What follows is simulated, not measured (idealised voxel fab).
Process module in this document: voxel fin reveal
FYI the section here is cut, 255 nm wide, cells are 5 nm squares.
This document writes a cross-section as a grid whose cells are square, and gives it as bands, listed from the top down; one or more rows of cells form a band. First you get the band's top height and its bottom height, in nm, and then the materials it's made of, left to right, with each width in nm. If you see a single material with "all across", that one covers the band edge to edge. "blank" is empty space. Heads up on the height convention: 0 is the point under which the incoming wafer is all one material, and the lowest band has no bottom, it just keeps going down, like "0 nm and below". You'd read "30 to 40" like this: the band's top row of cells is as wide as the first number, its bottom row is as wide as the second, and going down, every row changes width by the same amount as the row before did. For the purposes of this document, the phrase "no alterations made" attached to a step denotes that no cell within the cross-section was modified by that step. Each empty space that has no open way to the top and spans at least 8 cells appears under "Trapped void list" as width x height at distance, the distance counted from the left edge, all in nm. Where a step's line continues beyond its settings, the continuation is a remark by the simulator itself on that step. The setting "overlay nm" may be written on the line of a step. When the step uses a mask, the value reports how far to the right of the planned place the mask lay, and a negative value reports that it lay to the left.
Process steps - plan:
| 1 | RECEIVE, material Si |
| 2 | CONFORMAL_DEP, material SiN, thk nm 10 |
| 3 | PATTERN, tone cover, mask id FINS, material resist, width nm 15, pitch nm 40, thk nm 15, overlay nm 0 |
| 4 | DIRECTIONAL_ETCH, etch materials SiN, depth nm 10 |
| 5 | DIRECTIONAL_ETCH, etch materials Si, depth nm 35 |
| 6 | STRIP, etch materials resist |
| 7 | OXIDIZE, depth nm 5 |
| 8 | FILL_DEP, material SiO2, thk nm 10 |
| 9 | CMP, height nm 10 |
| 10 | SELECTIVE_ETCH, etch materials SiO2, depth nm 20 |
| 11 | STRIP, etch materials SiN |
The first of two wafers, run as planned:
Shown in cross-section is the wafer as received, that is, as it stands after step 1:
    0 nm and below  Si all across
    Trapped void list: none
Step 2 done - wafer cross-section:
    10 nm to 0 nm  SiN all across
    Whatever lies below 0 is exactly as it was before.
Step 3 done - wafer cross-section:
    25 nm to 10 nm  blank: 80, then resist: 15, then blank: 25, then resist: 15, then blank: 25, then resist: 15, then blank: 80
    Whatever lies below 10 is exactly as it was before.
Step 4 done - wafer cross-section:
    25 nm to 10 nm  blank: 80, then resist: 15, then blank: 25, then resist: 15, then blank: 25, then resist: 15, then blank: 80
    10 nm to 0 nm  blank: 80, then SiN: 15, then blank: 25, then SiN: 15, then blank: 25, then SiN: 15, then blank: 80
    Whatever lies below 0 is exactly as it was before.
Step 5 done - wafer cross-section:
    25 nm to 10 nm  blank: 80, then resist: 15, then blank: 25, then resist: 15, then blank: 25, then resist: 15, then blank: 80
    10 nm to 0 nm  blank: 80, then SiN: 15, then blank: 25, then SiN: 15, then blank: 25, then SiN: 15, then blank: 80
    0 nm to -35 nm  blank: 80, then Si: 15, then blank: 25, then Si: 15, then blank: 25, then Si: 15, then blank: 80
    Whatever lies below -35 is exactly as it was before.
Step 6 done - wafer cross-section:
    10 nm to 0 nm  blank: 80, then SiN: 15, then blank: 25, then SiN: 15, then blank: 25, then SiN: 15, then blank: 80
    Whatever lies below 0 is exactly as it was before.
Step 7 done - wafer cross-section:
    10 nm to 0 nm  blank: 80, then SiN: 15, then blank: 25, then SiN: 15, then blank: 25, then SiN: 15, then blank: 80
    0 nm to -35 nm  blank: 80, then SiO2: 5, then Si: 5, then SiO2: 5, then blank: 25, then SiO2: 5, then Si: 5, then SiO2: 5, then blank: 25, then SiO2: 5, then Si: 5, then SiO2: 5, then blank: 80
    -35 nm to -40 nm  SiO2: 85, then Si: 5, then SiO2: 35, then Si: 5, then SiO2: 35, then Si: 5, then SiO2: 85
    Whatever lies below -40 is exactly as it was before.
Step 8 done - wafer cross-section:
    20 nm to 10 nm  SiO2 all across
    10 nm to 0 nm  SiO2: 80, then SiN: 15, then SiO2: 25, then SiN: 15, then SiO2: 25, then SiN: 15, then SiO2: 80
    0 nm to -40 nm  SiO2: 85, then Si: 5, then SiO2: 35, then Si: 5, then SiO2: 35, then Si: 5, then SiO2: 85
    Whatever lies below -40 is exactly as it was before.
Step 9 done - wafer cross-section:
    10 nm to 0 nm  SiO2: 80, then SiN: 15, then SiO2: 25, then SiN: 15, then SiO2: 25, then SiN: 15, then SiO2: 80
    Whatever lies below 0 is exactly as it was before.
Step 10 done - wafer cross-section:
    10 nm to 0 nm  blank: 80, then SiN: 15, then blank: 25, then SiN: 15, then blank: 25, then SiN: 15, then blank: 80
    0 nm to -10 nm  blank: 85, then Si: 5, then blank: 35, then Si: 5, then blank: 35, then Si: 5, then blank: 85
    Whatever lies below -10 is exactly as it was before.
Step 11 done - wafer cross-section:
    0 nm to -10 nm  blank: 85, then Si: 5, then blank: 35, then Si: 5, then blank: 35, then Si: 5, then blank: 85
    Whatever lies below -10 is exactly as it was before.
Wafer two of the pair: same origin, same plan, one error during the run; identical to wafer one up to and including step 10:
Cross-section, second wafer, at the end time the plan gives for step 11:
    10 nm to 0 nm  blank: 80, then SiN: 15, then blank: 25, then SiN: 15, then blank: 25, then SiN: 15, then blank: 80
    0 nm to -40 nm  blank: 85, then Si: 5, then blank: 35, then Si: 5, then blank: 35, then Si: 5, then blank: 85
    Whatever lies below -40 is exactly as it was before.
Short version of what went wrong: step 11 was run on a setting that differed from the plan, and what really ran there is STRIP, etch materials SiO2
End check, counted in cells, second wafer has more or fewer of these materials than the first: +18 SiN, -288 SiO2
